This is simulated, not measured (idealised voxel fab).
This is a process module. Its name is voxel self aligned contacts.
Cross-section cut: width 175 nm, square cells of 5 nm.
We lay out every cross-section as a grid of square cells and spell it out in bands from the top down, where one band means one or more rows of cells.
Heads up on the band format: heights come first, top then bottom, in nm. After that it's the materials left to right, each with its width in nm. A single material flagged "throughout" fills the whole band edge to edge, and "empty" means there's empty space there.
Height 0 is the level under which the wafer as received is all one material. The lowest band goes on downwards, as in "0 nm and below".
Width "30->40": first value at the band's top row of cells, second value at its bottom row, equal change from row to row.
No cell of the cross-section changed in a step that is given as "identical to before".
Each empty space that has no open way to the top and spans at least 8 cells appears under "Closed void inventory" as width x height at distance, the distance counted from the left edge, all in nm.
Read whatever lies past the settings on a step's line as the simulator's own remark about the step.
A step line may carry the setting "overlay nm", which, for steps involving a mask, states the distance by which the mask lay to the right of its intended position; negative values denote displacement to the left.
# The process steps that were planned are listed below
| 1 | RECEIVE with material Si |
| 2 | CONFORMAL_DEP with material SiO2, thk nm 5 |
| 3 | DIRECTIONAL_DEP with material polySi, thk nm 25 |
| 4 | DIRECTIONAL_DEP with material SiN, thk nm 15 |
| 5 | DIRECTIONAL_DEP with material aC, thk nm 10 |
| 6 | PATTERN with tone cover, mask id GATE, material resist, width nm 30, pitch nm 60, thk nm 30, overlay nm 0 |
| 7 | DIRECTIONAL_ETCH with etch materials aC, depth nm 10 |
| 8 | STRIP with etch materials resist |
| 9 | DIRECTIONAL_ETCH with etch materials SiN, depth nm 15 |
| 10 | DIRECTIONAL_ETCH with etch materials polySi, depth nm 25 |
| 11 | STRIP with etch materials aC |
| 12 | CONFORMAL_DEP with material SiN, thk nm 5 |
| 13 | DIRECTIONAL_ETCH with etch materials SiN, depth nm 5 |
| 14 | FILL_DEP with material SiO2, thk nm 15 |
| 15 | CMP with height nm 55 |
| 16 | DIRECTIONAL_DEP with material aC, thk nm 10 |
| 17 | PATTERN with tone open, mask id CONTACT, material resist, width nm 40, thk nm 30, overlay nm 0 |
| 18 | DIRECTIONAL_ETCH with etch materials aC, depth nm 10 |
| 19 | STRIP with etch materials resist |
| 20 | DIRECTIONAL_ETCH with etch materials SiO2, depth nm 55 |
| 21 | STRIP with etch materials aC |
| 22 | CONFORMAL_DEP with material TiN, thk nm 5 |
| 23 | FILL_DEP with material Ru, thk nm 5 |
| 24 | CMP with height nm 55 |
| 25 | CONFORMAL_DEP with material SiCN, thk nm 5 |
# as received, after step 1
* 0 nm and below = Si throughout
* Closed void inventory: none
# Cross-section, end of module. Start: as above. Plan: as above. Execution: one mistake
* 60 nm to 55 nm = SiCN throughout
* 55 nm to 45 nm = 65 SiO2 / 5->10 TiN / 30->20 Ru / 5->10 TiN / 70 SiO2
* 45 nm to 30 nm = 40 SiO2 / 30 SiN / 5 TiN / 20 Ru / 5 TiN / 30 SiN / 45 SiO2
* 30 nm to 5 nm = 40 SiO2 / 5 SiN / 20 polySi / 5 SiN / 5 TiN / 20 Ru / 5 TiN / 5 SiN / 20 polySi / 5 SiN / 45 SiO2
* 5 nm to 0 nm = 70 SiO2 / 30 TiN / 75 SiO2
* 0 nm and below = Si throughout
* Closed void inventory: none
So what did we get wrong on this run? so step 6 ended up running with a different setting than we planned, it ran as PATTERN with tone cover, mask id GATE, material resist, width nm 20, pitch nm 60, thk nm 30, overlay nm 0
